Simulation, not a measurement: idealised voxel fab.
Process module heading - voxel released beams
Section cut is 160 nm wide and gridded with 5 nm square cells.
Throughout this document, each cross-section is represented as a grid of square cells and is presented as a sequence of bands enumerated from the top downward, where a band comprises one or more rows of cells.
Band: top height; bottom height; in nm. Then, left to right: material with width in nm, for each material. "throughout": a single material spanning edge to edge. "air": empty space.
Height is counted from the level 0, under which the received wafer is composed throughout of one material. The lowest of the bands is not closed at the bottom but continues downward, in the notation "0 down".
Think of "30..40" as a width that walks from the first number to the second as you go down the band, top row to bottom row, taking equal-sized steps from row to row.
When a step is marked "remains unaltered", none of the cells in the cross-section changed during that step.
So "Tabulated closed voids" is basically the list of trapped voids: any empty space of 8 cells or more that can't reach the top through an opening. They're written width x height at distance, the distance being from the left edge, and it's all nm.
The remark found on a step's line after its settings is issued by the simulator itself and pertains to that step.
A step's line can hold "overlay nm"; with a mask on that step, the setting says how far right of the planned place the mask lay, while a negative setting says it lay to the left.
## Process steps foreseen in the plan
1,RECEIVE with material Si
2,CONFORMAL_DEP with material Al2O3, thk nm 5
3,DIRECTIONAL_DEP with material SiO2, thk nm 20
4,DIRECTIONAL_DEP with material aC, thk nm 10
5,PATTERN with tone open, mask id ANCHOR, material resist, width nm 25, thk nm 25, overlay nm 0
6,DIRECTIONAL_ETCH with etch materials aC, depth nm 10
7,STRIP with etch materials resist
8,DIRECTIONAL_ETCH with etch materials SiO2, depth nm 20
9,STRIP with etch materials aC
10,CONFORMAL_DEP with material polySi, thk nm 10
11,PATTERN with tone cover, mask id BEAM, material resist, width nm 90, thk nm 15, overlay nm 0
12,DIRECTIONAL_ETCH with etch materials polySi, depth nm 10
13,STRIP with etch materials resist
14,STRIP with etch materials SiO2
## Here's what the wafer looked like in cross-section when it arrived - that's after step 1
> 0 down | Si throughout
> Tabulated closed voids: none
## Wafer cross-section at end of module: start and plan as shown above, one execution error
> 35 to 25 | air (25); polySi (20); air (5); polySi (65); air (45)
> 25 to 15 | air (35); polySi (10); air (5); polySi (10); air (100)
> 15 to 5 | air (35); polySi (25); air (100)
> 5 to 0 | Al2O3 throughout
> 0 down | Si throughout
> Tabulated closed voids: none
What went wrong in running the wafer? not per plan at step 11, really ran PATTERN with tone cover, mask id BEAM, material resist, width nm 90, thk nm 15, overlay nm -5
